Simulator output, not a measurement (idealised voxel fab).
process module | voxel fin reveal
cross-section cut | 215 nm wide | cells 5 nm
A cross-section is a grid of square cells, given in bands from the top down. A band is one or more rows of cells.
Each band's line starts with the height of the band's top and of its bottom, in nm. Then come its materials from left to right, each with its width in nm. One material with "throughout" fills the band from edge to edge. "air" is empty space.
Height 0 is the level under which the wafer as received is all one material. The lowest band goes on downwards, as in "0 down".
A width such as "30 to 40" changes by the same amount from each row of cells to the next, from the band's top row to its bottom row.
"no change" after a step means that no cell of the cross-section changed.
closed voids: empty space of 8 cells or more with no open way to the top, each as width x height at its distance from the left edge, in nm
after a step's settings: what the simulator itself notes on the step
overlay nm, on a step with a mask: how far to the right of its planned place the mask lay; to the left if negative
plan
1 op RECEIVE | material Si
2 op CONFORMAL_DEP | material SiN | thk nm 10
3 op MASKED_ETCH | tone cover | mask id FINS | width nm 15 | pitch nm 45 | etch materials SiN | depth nm 10 | overlay nm 0
4 op MASKED_ETCH | tone cover | mask id FINS | width nm 15 | pitch nm 45 | etch materials Si | depth nm 30 | overlay nm 0
5 op OXIDIZE | depth nm 5
6 op FILL_DEP | material SiO2 | thk nm 15
7 op CMP | height nm 10
8 op SELECTIVE_ETCH | etch materials SiO2 | depth nm 20
9 op STRIP | etch materials SiN
first wafer, as planned
as received, after step 1
  0 down: Si throughout
  closed voids: none
after step 2
  10 to 0: SiN throughout
  below 0: unchanged
after step 3
  10 to 0: air 75 | SiN 15 | air 30 | SiN 15 | air 80
  below 0: unchanged
after step 4
  10 to 0: air 75 | SiN 15 | air 30 | SiN 15 | air 80
  0 to -30: air 75 | Si 15 | air 30 | Si 15 | air 80
  below -30: unchanged
after step 5
  10 to 0: air 75 | SiN 15 | air 30 | SiN 15 | air 80
  0 to -30: air 75 | SiO2 5 | Si 5 | SiO2 5 | air 30 | SiO2 5 | Si 5 | SiO2 5 | air 80
  -30 to -35: SiO2 80 | Si 5 | SiO2 40 | Si 5 | SiO2 85
  below -35: unchanged
after step 6
  25 to 10: SiO2 throughout
  10 to 0: SiO2 75 | SiN 15 | SiO2 30 | SiN 15 | SiO2 80
  0 to -35: SiO2 80 | Si 5 | SiO2 40 | Si 5 | SiO2 85
  below -35: unchanged
after step 7
  10 to 0: SiO2 75 | SiN 15 | SiO2 30 | SiN 15 | SiO2 80
  below 0: unchanged
after step 8
  10 to 0: air 75 | SiN 15 | air 30 | SiN 15 | air 80
  0 to -10: air 80 | Si 5 | air 40 | Si 5 | air 85
  below -10: unchanged
after step 9
  0 to -10: air 80 | Si 5 | air 40 | Si 5 | air 85
  below -10: unchanged
second wafer: like start, like plan, one mistake. Through step 8 it matches the first wafer
when step 9 should have ended
  10 to 0: air 75 | SiN 15 | air 30 | SiN 15 | air 80
  0 to -35: air 80 | Si 5 | air 40 | Si 5 | air 85
  below -35: unchanged
what went wrong: step 9 ran as: op STRIP | etch materials SiO2
at the end the second wafer has, in cells: 12 more of SiN | 205 fewer of SiO2
